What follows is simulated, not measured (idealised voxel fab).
The following process module bears the name voxel self aligned vias.
Shown is cross-section cut, with a width of 285 nm and square cells of size 5 nm.
Heads up, the way a cross-section reads in here is a grid of square cells, handed over as bands from the top down, with every band being one or more rows of cells. Per band: top height and bottom height in nm, followed by the left-to-right materials and their widths in nm; "edge to edge" marks a single material spanning edge to edge, "empty" marks empty space. Where do heights start? At 0: under that level the wafer as delivered is made of one material only. And the lowest band has no floor; it just carries on downward, as in "0 and below". The expression "30 to 40" gives the width at the extremes of the band, the first number at its top row of cells and the second at its bottom row, with the width changing by equal amounts from each row to the next in between. "remains unaltered" for a step: no cell of the cross-section changed in that step. What "Unvented internal voids" gives you is every empty space of 8 cells or more that is cut off from the top. Each appears as width x height at distance, with the distance taken from the left edge and width, height and distance all in nm. Whatever follows a step's settings on its line is a remark the simulator itself makes about that step. On any step carrying a mask, the "overlay nm" setting, if present on the step's line, tells how far right of its planned place the mask lay; negative values point to the left.

Here's what the planned process steps look like
| 1 | RECEIVE (material Si) |
| 2 | CONFORMAL_DEP (material SiO2; thk nm 10) |
| 3 | CONFORMAL_DEP (material SiCN; thk nm 5) |
| 4 | DIRECTIONAL_DEP (material lowk; thk nm 25) |
| 5 | PATTERN (tone open; mask id LINES; material resist; width nm 25; pitch nm 70; thk nm 15; overlay nm 0) |
| 6 | DIRECTIONAL_ETCH (etch materials lowk; depth nm 25) |
| 7 | STRIP (etch materials resist) |
| 8 | CONFORMAL_DEP (material TiN; thk nm 5) |
| 9 | FILL_DEP (material Ru; thk nm 10) |
| 10 | CMP (height nm 40) |
| 11 | SELECTIVE_ETCH (etch materials W Ru TiN; depth nm 5) |
| 12 | FILL_DEP (material SiN; thk nm 10) |
| 13 | CMP (height nm 40) |
| 14 | DIRECTIONAL_DEP (material lowk; thk nm 20) |
| 15 | DIRECTIONAL_DEP (material aC; thk nm 15) |
| 16 | PATTERN (tone open; mask id VIAS; material resist; width nm 45; pitch nm 70; thk nm 30; overlay nm 0) |
| 17 | DIRECTIONAL_ETCH (etch materials aC; depth nm 15) |
| 18 | STRIP (etch materials resist) |
| 19 | DIRECTIONAL_ETCH (etch materials lowk; depth nm 20) |
| 20 | DIRECTIONAL_ETCH (etch materials SiN; depth nm 5) |
| 21 | STRIP (etch materials aC) |
| 22 | CONFORMAL_DEP (material TiN; thk nm 5) |
| 23 | FILL_DEP (material Cu; thk nm 10) |
| 24 | CMP (height nm 60) |
| 25 | CONFORMAL_DEP (material SiCN; thk nm 5) |

First of the two wafers, run per plan

Wafer as received: cross-section following step 1
0 and below: Si edge to edge
Unvented internal voids: none

Sectional view: wafer, after step 2
10 down to 0: SiO2 edge to edge
At heights below 0, the structure remains unaltered.

Sectional view: wafer, after step 3
15 down to 10: SiCN edge to edge
At heights below 10, the structure remains unaltered.

Sectional view: wafer, after step 4
40 down to 15: lowk edge to edge
At heights below 15, the structure remains unaltered.

Sectional view: wafer, after step 5
55 down to 40: resist 95, then empty 25, then resist 45, then empty 25, then resist 95
At heights below 40, the structure remains unaltered.

Sectional view: wafer, after step 6
55 down to 40: resist 95, then empty 25, then resist 45, then empty 25, then resist 95
40 down to 15: lowk 95, then empty 25, then lowk 45, then empty 25, then lowk 95
At heights below 15, the structure remains unaltered.

Sectional view: wafer, after step 7
40 down to 15: lowk 95, then empty 25, then lowk 45, then empty 25, then lowk 95
At heights below 15, the structure remains unaltered.

Sectional view: wafer, after step 8
45 down to 40: TiN 100, then empty 15, then TiN 55, then empty 15, then TiN 100
40 down to 20: lowk 95, then TiN 5, then empty 15, then TiN 5, then lowk 45, then TiN 5, then empty 15, then TiN 5, then lowk 95
20 down to 15: lowk 95, then TiN 25, then lowk 45, then TiN 25, then lowk 95
At heights below 15, the structure remains unaltered.

Sectional view: wafer, after step 9
55 down to 45: Ru edge to edge
45 down to 40: TiN 100, then Ru 15, then TiN 55, then Ru 15, then TiN 100
40 down to 20: lowk 95, then TiN 5, then Ru 15, then TiN 5, then lowk 45, then TiN 5, then Ru 15, then TiN 5, then lowk 95
At heights below 20, the structure remains unaltered.

Sectional view: wafer, after step 10
40 down to 20: lowk 95, then TiN 5, then Ru 15, then TiN 5, then lowk 45, then TiN 5, then Ru 15, then TiN 5, then lowk 95
At heights below 20, the structure remains unaltered.

Sectional view: wafer, after step 11
40 down to 35: lowk 95, then empty 25, then lowk 45, then empty 25, then lowk 95
At heights below 35, the structure remains unaltered.

Sectional view: wafer, after step 12
50 down to 40: SiN edge to edge
40 down to 35: lowk 95, then SiN 25, then lowk 45, then SiN 25, then lowk 95
At heights below 35, the structure remains unaltered.

Sectional view: wafer, after step 13
40 down to 35: lowk 95, then SiN 25, then lowk 45, then SiN 25, then lowk 95
At heights below 35, the structure remains unaltered.

Sectional view: wafer, after step 14
60 down to 40: lowk edge to edge
At heights below 40, the structure remains unaltered.

Sectional view: wafer, after step 15
75 down to 60: aC edge to edge
At heights below 60, the structure remains unaltered.

Sectional view: wafer, after step 16
105 down to 75: resist 85, then empty 45, then resist 25, then empty 45, then resist 85
At heights below 75, the structure remains unaltered.

Sectional view: wafer, after step 17
90 down to 75: resist 85, then empty 45, then resist 25, then empty 45, then resist 85
75 down to 60: aC 85, then empty 45, then aC 25, then empty 45, then aC 85
At heights below 60, the structure remains unaltered.

Sectional view: wafer, after step 18
75 down to 60: aC 85, then empty 45, then aC 25, then empty 45, then aC 85
At heights below 60, the structure remains unaltered.

Sectional view: wafer, after step 19
75 down to 60: aC 85, then empty 45, then aC 25, then empty 45, then aC 85
60 down to 40: lowk 85, then empty 45, then lowk 25, then empty 45, then lowk 85
At heights below 40, the structure remains unaltered.

Sectional view: wafer, after step 20
75 down to 60: aC 85, then empty 45, then aC 25, then empty 45, then aC 85
60 down to 40: lowk 85, then empty 45, then lowk 25, then empty 45, then lowk 85
40 down to 35: lowk 95, then empty 25, then lowk 45, then empty 25, then lowk 95
At heights below 35, the structure remains unaltered.

Sectional view: wafer, after step 21
60 down to 40: lowk 85, then empty 45, then lowk 25, then empty 45, then lowk 85
At heights below 40, the structure remains unaltered.

Sectional view: wafer, after step 22
65 down to 60: TiN 90, then empty 35, then TiN 35, then empty 35, then TiN 90
60 down to 45: lowk 85, then TiN 5, then empty 35, then TiN 5, then lowk 25, then TiN 5, then empty 35, then TiN 5, then lowk 85
45 down to 40: lowk 85, then TiN 15, then empty 15, then TiN 15, then lowk 25, then TiN 15, then empty 15, then TiN 15, then lowk 85
40 down to 35: lowk 95, then TiN 25, then lowk 45, then TiN 25, then lowk 95
At heights below 35, the structure remains unaltered.

Sectional view: wafer, after step 23
75 down to 65: Cu edge to edge
65 down to 60: TiN 90, then Cu 35, then TiN 35, then Cu 35, then TiN 90
60 down to 45: lowk 85, then TiN 5, then Cu 35, then TiN 5, then lowk 25, then TiN 5, then Cu 35, then TiN 5, then lowk 85
45 down to 40: lowk 85, then TiN 15, then Cu 15, then TiN 15, then lowk 25, then TiN 15, then Cu 15, then TiN 15, then lowk 85
At heights below 40, the structure remains unaltered.

Sectional view: wafer, after step 24
60 down to 45: lowk 85, then TiN 5, then Cu 35, then TiN 5, then lowk 25, then TiN 5, then Cu 35, then TiN 5, then lowk 85
At heights below 45, the structure remains unaltered.

Sectional view: wafer, after step 25
65 down to 60: SiCN edge to edge
At heights below 60, the structure remains unaltered.

Wafer two: like wafer one in start and plan, but with one mistake in execution; identical up to and including step 2

Here is the second wafer in cross-section at the point where step 3 of the plan should have been done: remains unaltered

Here is the second wafer in cross-section at the point where step 4 of the plan should have been done
35 down to 10: lowk edge to edge
At heights below 10, the structure remains unaltered.

Here is the second wafer in cross-section at the point where step 5 of the plan should have been done
50 down to 35: resist 95, then empty 25, then resist 45, then empty 25, then resist 95
At heights below 35, the structure remains unaltered.

Here is the second wafer in cross-section at the point where step 6 of the plan should have been done
50 down to 35: resist 95, then empty 25, then resist 45, then empty 25, then resist 95
35 down to 10: lowk 95, then empty 25, then lowk 45, then empty 25, then lowk 95
At heights below 10, the structure remains unaltered.

Here is the second wafer in cross-section at the point where step 7 of the plan should have been done
35 down to 10: lowk 95, then empty 25, then lowk 45, then empty 25, then lowk 95
At heights below 10, the structure remains unaltered.

Here is the second wafer in cross-section at the point where step 8 of the plan should have been done
40 down to 35: TiN 100, then empty 15, then TiN 55, then empty 15, then TiN 100
35 down to 15: lowk 95, then TiN 5, then empty 15, then TiN 5, then lowk 45, then TiN 5, then empty 15, then TiN 5, then lowk 95
15 down to 10: lowk 95, then TiN 25, then lowk 45, then TiN 25, then lowk 95
At heights below 10, the structure remains unaltered.

Here is the second wafer in cross-section at the point where step 9 of the plan should have been done
50 down to 40: Ru edge to edge
40 down to 35: TiN 100, then Ru 15, then TiN 55, then Ru 15, then TiN 100
35 down to 15: lowk 95, then TiN 5, then Ru 15, then TiN 5, then lowk 45, then TiN 5, then Ru 15, then TiN 5, then lowk 95
At heights below 15, the structure remains unaltered.

Here is the second wafer in cross-section at the point where step 10 of the plan should have been done
40 down to 35: TiN 100, then Ru 15, then TiN 55, then Ru 15, then TiN 100
At heights below 35, the structure remains unaltered.

Here is the second wafer in cross-section at the point where step 11 of the plan should have been done
35 down to 15: lowk 95, then TiN 5, then Ru 15, then TiN 5, then lowk 45, then TiN 5, then Ru 15, then TiN 5, then lowk 95
At heights below 15, the structure remains unaltered.

Here is the second wafer in cross-section at the point where step 12 of the plan should have been done
45 down to 35: SiN edge to edge
At heights below 35, the structure remains unaltered.

Here is the second wafer in cross-section at the point where step 13 of the plan should have been done
40 down to 35: SiN edge to edge
At heights below 35, the structure remains unaltered.

Here is the second wafer in cross-section at the point where step 14 of the plan should have been done
60 down to 40: lowk edge to edge
At heights below 40, the structure remains unaltered.

Here is the second wafer in cross-section at the point where step 15 of the plan should have been done
75 down to 60: aC edge to edge
At heights below 60, the structure remains unaltered.

Here is the second wafer in cross-section at the point where step 16 of the plan should have been done
105 down to 75: resist 85, then empty 45, then resist 25, then empty 45, then resist 85
At heights below 75, the structure remains unaltered.

Here is the second wafer in cross-section at the point where step 17 of the plan should have been done
90 down to 75: resist 85, then empty 45, then resist 25, then empty 45, then resist 85
75 down to 60: aC 85, then empty 45, then aC 25, then empty 45, then aC 85
At heights below 60, the structure remains unaltered.

Here is the second wafer in cross-section at the point where step 18 of the plan should have been done
75 down to 60: aC 85, then empty 45, then aC 25, then empty 45, then aC 85
At heights below 60, the structure remains unaltered.

Here is the second wafer in cross-section at the point where step 19 of the plan should have been done
75 down to 60: aC 85, then empty 45, then aC 25, then empty 45, then aC 85
60 down to 40: lowk 85, then empty 45, then lowk 25, then empty 45, then lowk 85
At heights below 40, the structure remains unaltered.

Here is the second wafer in cross-section at the point where step 20 of the plan should have been done
75 down to 60: aC 85, then empty 45, then aC 25, then empty 45, then aC 85
60 down to 40: lowk 85, then empty 45, then lowk 25, then empty 45, then lowk 85
40 down to 35: SiN 85, then empty 45, then SiN 25, then empty 45, then SiN 85
At heights below 35, the structure remains unaltered.

Here is the second wafer in cross-section at the point where step 21 of the plan should have been done
60 down to 40: lowk 85, then empty 45, then lowk 25, then empty 45, then lowk 85
At heights below 40, the structure remains unaltered.

Here is the second wafer in cross-section at the point where step 22 of the plan should have been done
65 down to 60: TiN 90, then empty 35, then TiN 35, then empty 35, then TiN 90
60 down to 40: lowk 85, then TiN 5, then empty 35, then TiN 5, then lowk 25, then TiN 5, then empty 35, then TiN 5, then lowk 85
40 down to 35: SiN 85, then TiN 45, then SiN 25, then TiN 45, then SiN 85
At heights below 35, the structure remains unaltered.

Here is the second wafer in cross-section at the point where step 23 of the plan should have been done
75 down to 65: Cu edge to edge
65 down to 60: TiN 90, then Cu 35, then TiN 35, then Cu 35, then TiN 90
60 down to 40: lowk 85, then TiN 5, then Cu 35, then TiN 5, then lowk 25, then TiN 5, then Cu 35, then TiN 5, then lowk 85
At heights below 40, the structure remains unaltered.

Here is the second wafer in cross-section at the point where step 24 of the plan should have been done
60 down to 40: lowk 85, then TiN 5, then Cu 35, then TiN 5, then lowk 25, then TiN 5, then Cu 35, then TiN 5, then lowk 85
At heights below 40, the structure remains unaltered.

Here is the second wafer in cross-section at the point where step 25 of the plan should have been done
65 down to 60: SiCN edge to edge
At heights below 60, the structure remains unaltered.
Against the plan, the run slipped here: step 3 of the plan: omitted, not performed
Wrapping up, a cell-based count of both wafers puts the second over or under the first for these materials: +8 Cu, +6 Ru, -57 SiCN, +39 SiN, +4 TiN
